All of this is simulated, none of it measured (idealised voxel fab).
process module | voxel transistor to metal
cross-section cut | 285 nm wide | cells 5 nm
A cross-section is a grid of square cells, given in bands from the top down. A band is one or more rows of cells.
Each band's line starts with the height of the band's top and of its bottom, in nm. Then come its materials from left to right, each with its width in nm. One material with "throughout" fills the band from edge to edge. "air" is empty space.
Height 0 is the level under which the wafer as received is all one material. The lowest band goes on downwards, as in "0 down".
A width such as "30 to 40" changes by the same amount from each row of cells to the next, from the band's top row to its bottom row.
"no change" after a step means that no cell of the cross-section changed.
closed voids: empty space of 8 cells or more with no open way to the top, each as width x height at its distance from the left edge, in nm
after a step's settings: what the simulator itself notes on the step
overlay nm, on a step with a mask: how far to the right of its planned place the mask lay; to the left if negative
plan
1 op RECEIVE | material Si
2 op CONFORMAL_DEP | material SiO2 | thk nm 5
3 op CONFORMAL_DEP | material SiN | thk nm 10
4 op DIRECTIONAL_DEP | material aC | thk nm 10
5 op PATTERN | tone cover | mask id ACTIVE | material resist | width nm 100 | pitch nm 130 | thk nm 25 | overlay nm 0
6 op DIRECTIONAL_ETCH | etch materials aC | depth nm 10
7 op STRIP | etch materials resist
8 op DIRECTIONAL_ETCH | etch materials SiN | depth nm 10
9 op DIRECTIONAL_ETCH | etch materials SiO2 | depth nm 5
10 op DIRECTIONAL_ETCH | etch materials Si | depth nm 35
11 op STRIP | etch materials aC
12 op FILL_DEP | material SiO2 | thk nm 15
13 op CMP | height nm 15
14 op SELECTIVE_ETCH | etch materials SiO2 | depth nm 10
15 op STRIP | etch materials SiN
16 op SELECTIVE_ETCH | etch materials SiO2 | depth nm 5
17 op OXIDIZE | depth nm 5
18 op DIRECTIONAL_DEP | material polySi | thk nm 20
19 op DIRECTIONAL_DEP | material SiCN | thk nm 15
20 op DIRECTIONAL_DEP | material aC | thk nm 10
21 op PATTERN | tone cover | mask id GATE | material resist | width nm 20 | pitch nm 130 | thk nm 25 | overlay nm 0
22 op DIRECTIONAL_ETCH | etch materials aC | depth nm 10
23 op STRIP | etch materials resist
24 op DIRECTIONAL_ETCH | etch materials SiCN | depth nm 25
25 op DIRECTIONAL_ETCH | etch materials polySi | depth nm 30
26 op STRIP | etch materials aC
27 op CONFORMAL_DEP | material SiO2 | thk nm 5
28 op DIRECTIONAL_ETCH | etch materials SiO2 | depth nm 5
29 op CONFORMAL_DEP | material SiN | thk nm 10
30 op DIRECTIONAL_ETCH | etch materials SiN | depth nm 10
31 op DIRECTIONAL_ETCH | etch materials SiO2 | depth nm 5
32 op DIRECTIONAL_ETCH | etch materials Si | depth nm 15
33 op EPI | material nSi | thk nm 20
34 op FILL_DEP | material SiO2 | thk nm 10
35 op CMP | height nm 35
36 op DIRECTIONAL_DEP | material SiO2 | thk nm 15
37 op PATTERN | tone open | mask id CONTACT | material resist | width nm 15 | thk nm 20 | overlay nm 0
38 op DIRECTIONAL_ETCH | etch materials SiO2 | depth nm 35
39 op STRIP | etch materials resist
40 op CONFORMAL_DEP | material TiN | thk nm 5
41 op FILL_DEP | material Ru | thk nm 5
42 op CMP | height nm 50
43 op DIRECTIONAL_DEP | material TiN | thk nm 5
44 op DIRECTIONAL_DEP | material Ru | thk nm 25
45 op MASKED_ETCH | tone cover | mask id METAL_1 | width nm 15 | etch materials Ru | depth nm 25 | overlay nm 0
46 op MASKED_ETCH | tone cover | mask id METAL_1 | width nm 15 | etch materials TiN | depth nm 5 | overlay nm 0
47 op CONFORMAL_DEP | material SiN | thk nm 5
48 op FILL_DEP | material lowk | thk nm 10
49 op CMP | height nm 80
50 op CONFORMAL_DEP | material SiCN | thk nm 5
as received, after step 1
  0 down: Si throughout
  closed voids: none
a wafer at the end: this start, this plan, one mistake
  85 to 80: SiCN throughout
  80 to 55: lowk 25 | SiN 5 | Ru 15 | SiN 5 | lowk 50 | SiN 5 | Ru 15 | SiN 5 | lowk 30 | SiN 5 | Ru 15 | SiN 5 | lowk 50 | SiN 5 | Ru 15 | SiN 5 | lowk 30
  55 to 50: SiN 30 | TiN 15 | SiN 60 | TiN 15 | SiN 40 | TiN 15 | SiN 60 | TiN 15 | SiN 35
  50 to 35: SiO2 30 | TiN 5 | Ru 5 | TiN 5 | SiO2 60 | TiN 5 | Ru 5 | TiN 5 | SiO2 40 | TiN 5 | Ru 5 | TiN 5 | SiO2 60 | TiN 5 | Ru 5 | TiN 5 | SiO2 35
  35 to 30: SiO2 30 | TiN 15 | SiO2 5 | SiN 10 | SiO2 5 | SiCN 20 | SiO2 5 | SiN 10 | SiO2 5 | TiN 15 | SiO2 40 | TiN 15 | SiO2 5 | SiN 10 | SiO2 5 | SiCN 20 | SiO2 5 | SiN 10 | SiO2 5 | TiN 15 | SiO2 35
  30 to 20: SiO2 50 | SiN 10 | SiO2 5 | SiCN 20 | SiO2 5 | SiN 10 | SiO2 80 | SiN 10 | SiO2 5 | SiCN 20 | SiO2 5 | SiN 10 | SiO2 55
  20 to 15: SiO2 50 | SiN 10 | SiO2 5 | polySi 20 | SiO2 5 | SiN 10 | SiO2 80 | SiN 10 | SiO2 5 | polySi 20 | SiO2 5 | SiN 10 | SiO2 55
  15 to 0: SiO2 30 | nSi 20 | SiN 10 | SiO2 5 | polySi 20 | SiO2 5 | SiN 10 | nSi 20 | SiO2 40 | nSi 20 | SiN 10 | SiO2 5 | polySi 20 | SiO2 5 | SiN 10 | nSi 20 | SiO2 35
  0 to -5: SiO2 20 | nSi 30 | SiO2 50 | nSi 30 | SiO2 20 | nSi 30 | SiO2 50 | nSi 30 | SiO2 25
  -5 to -20: SiO2 25 | nSi 25 | Si 50 | nSi 25 | SiO2 30 | nSi 25 | Si 50 | nSi 25 | SiO2 30
  -20 to -35: SiO2 25 | Si 100 | SiO2 30 | Si 100 | SiO2 30
  -35 down: Si throughout
  closed voids: none
what went wrong: step 36 was run twice
